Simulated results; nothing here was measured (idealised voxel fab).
process module | voxel spacer lines
cross-section cut | 280 nm wide | cells 5 nm
A cross-section is a grid of square cells, given in bands from the top down. A band is one or more rows of cells.
Each band's line starts with the height of the band's top and of its bottom, in nm. Then come its materials from left to right, each with its width in nm. One material with "throughout" fills the band from edge to edge. "air" is empty space.
Height 0 is the level under which the wafer as received is all one material. The lowest band goes on downwards, as in "0 down".
A width such as "30 to 40" changes by the same amount from each row of cells to the next, from the band's top row to its bottom row.
"no change" after a step means that no cell of the cross-section changed.
closed voids: empty space of 8 cells or more with no open way to the top, each as width x height at its distance from the left edge, in nm
after a step's settings: what the simulator itself notes on the step
overlay nm, on a step with a mask: how far to the right of its planned place the mask lay; to the left if negative
plan
1 op RECEIVE | material Si
2 op CONFORMAL_DEP | material SiO2 | thk nm 5
3 op DIRECTIONAL_DEP | material TiN | thk nm 10
4 op DIRECTIONAL_DEP | material polySi | thk nm 25
5 op PATTERN | tone cover | mask id MANDREL | material resist | width nm 15 | pitch nm 50 | thk nm 30 | overlay nm 0
6 op DIRECTIONAL_ETCH | etch materials polySi | depth nm 25
7 op STRIP | etch materials resist
8 op CONFORMAL_DEP | material SiN | thk nm 10
9 op DIRECTIONAL_ETCH | etch materials SiN | depth nm 10
10 op STRIP | etch materials polySi
11 op DIRECTIONAL_ETCH | etch materials TiN | depth nm 10
12 op STRIP | etch materials SiN
first wafer, as planned
as received, after step 1
  0 down: Si throughout
  closed voids: none
after step 2
  5 to 0: SiO2 throughout
  below 0: unchanged
after step 3
  15 to 5: TiN throughout
  below 5: unchanged
after step 4
  40 to 15: polySi throughout
  below 15: unchanged
after step 5
  70 to 40: air 80 | resist 15 | air 35 | resist 15 | air 35 | resist 15 | air 85
  below 40: unchanged
after step 6
  70 to 40: air 80 | resist 15 | air 35 | resist 15 | air 35 | resist 15 | air 85
  40 to 15: air 80 | polySi 15 | air 35 | polySi 15 | air 35 | polySi 15 | air 85
  below 15: unchanged
after step 7
  40 to 15: air 80 | polySi 15 | air 35 | polySi 15 | air 35 | polySi 15 | air 85
  below 15: unchanged
after step 8
  50 to 40: air 70 | SiN 35 | air 15 | SiN 35 | air 15 | SiN 35 | air 75
  40 to 25: air 70 | SiN 10 | polySi 15 | SiN 10 | air 15 | SiN 10 | polySi 15 | SiN 10 | air 15 | SiN 10 | polySi 15 | SiN 10 | air 75
  25 to 15: SiN 80 | polySi 15 | SiN 35 | polySi 15 | SiN 35 | polySi 15 | SiN 85
  below 15: unchanged
after step 9
  40 to 15: air 70 | SiN 10 | polySi 15 | SiN 10 | air 15 | SiN 10 | polySi 15 | SiN 10 | air 15 | SiN 10 | polySi 15 | SiN 10 | air 75
  below 15: unchanged
after step 10
  40 to 15: air 70 | SiN 10 | air 15 | SiN 10 | air 15 | SiN 10 | air 15 | SiN 10 | air 15 | SiN 10 | air 15 | SiN 10 | air 75
  below 15: unchanged
after step 11
  40 to 15: air 70 | SiN 10 | air 15 | SiN 10 | air 15 | SiN 10 | air 15 | SiN 10 | air 15 | SiN 10 | air 15 | SiN 10 | air 75
  15 to 5: air 70 | TiN 10 | air 15 | TiN 10 | air 15 | TiN 10 | air 15 | TiN 10 | air 15 | TiN 10 | air 15 | TiN 10 | air 75
  below 5: unchanged
after step 12
  15 to 5: air 70 | TiN 10 | air 15 | TiN 10 | air 15 | TiN 10 | air 15 | TiN 10 | air 15 | TiN 10 | air 15 | TiN 10 | air 75
  below 5: unchanged
second wafer: like start, like plan, one mistake. Through step 1 it matches the first wafer
when step 2 should have ended: no change
when step 3 should have ended
  10 to 0: TiN throughout
  below 0: unchanged
when step 4 should have ended
  35 to 10: polySi throughout
  below 10: unchanged
when step 5 should have ended
  65 to 35: air 80 | resist 15 | air 35 | resist 15 | air 35 | resist 15 | air 85
  below 35: unchanged
when step 6 should have ended
  65 to 35: air 80 | resist 15 | air 35 | resist 15 | air 35 | resist 15 | air 85
  35 to 10: air 80 | polySi 15 | air 35 | polySi 15 | air 35 | polySi 15 | air 85
  below 10: unchanged
when step 7 should have ended
  35 to 10: air 80 | polySi 15 | air 35 | polySi 15 | air 35 | polySi 15 | air 85
  below 10: unchanged
when step 8 should have ended
  45 to 35: air 70 | SiN 35 | air 15 | SiN 35 | air 15 | SiN 35 | air 75
  35 to 20: air 70 | SiN 10 | polySi 15 | SiN 10 | air 15 | SiN 10 | polySi 15 | SiN 10 | air 15 | SiN 10 | polySi 15 | SiN 10 | air 75
  20 to 10: SiN 80 | polySi 15 | SiN 35 | polySi 15 | SiN 35 | polySi 15 | SiN 85
  below 10: unchanged
when step 9 should have ended
  35 to 10: air 70 | SiN 10 | polySi 15 | SiN 10 | air 15 | SiN 10 | polySi 15 | SiN 10 | air 15 | SiN 10 | polySi 15 | SiN 10 | air 75
  below 10: unchanged
when step 10 should have ended
  35 to 10: air 70 | SiN 10 | air 15 | SiN 10 | air 15 | SiN 10 | air 15 | SiN 10 | air 15 | SiN 10 | air 15 | SiN 10 | air 75
  below 10: unchanged
when step 11 should have ended
  35 to 10: air 70 | SiN 10 | air 15 | SiN 10 | air 15 | SiN 10 | air 15 | SiN 10 | air 15 | SiN 10 | air 15 | SiN 10 | air 75
  10 to 0: air 70 | TiN 10 | air 15 | TiN 10 | air 15 | TiN 10 | air 15 | TiN 10 | air 15 | TiN 10 | air 15 | TiN 10 | air 75
  below 0: unchanged
when step 12 should have ended
  10 to 0: air 70 | TiN 10 | air 15 | TiN 10 | air 15 | TiN 10 | air 15 | TiN 10 | air 15 | TiN 10 | air 15 | TiN 10 | air 75
  below 0: unchanged
what went wrong: step 2 was left out
at the end the second wafer has, in cells: 56 fewer of SiO2
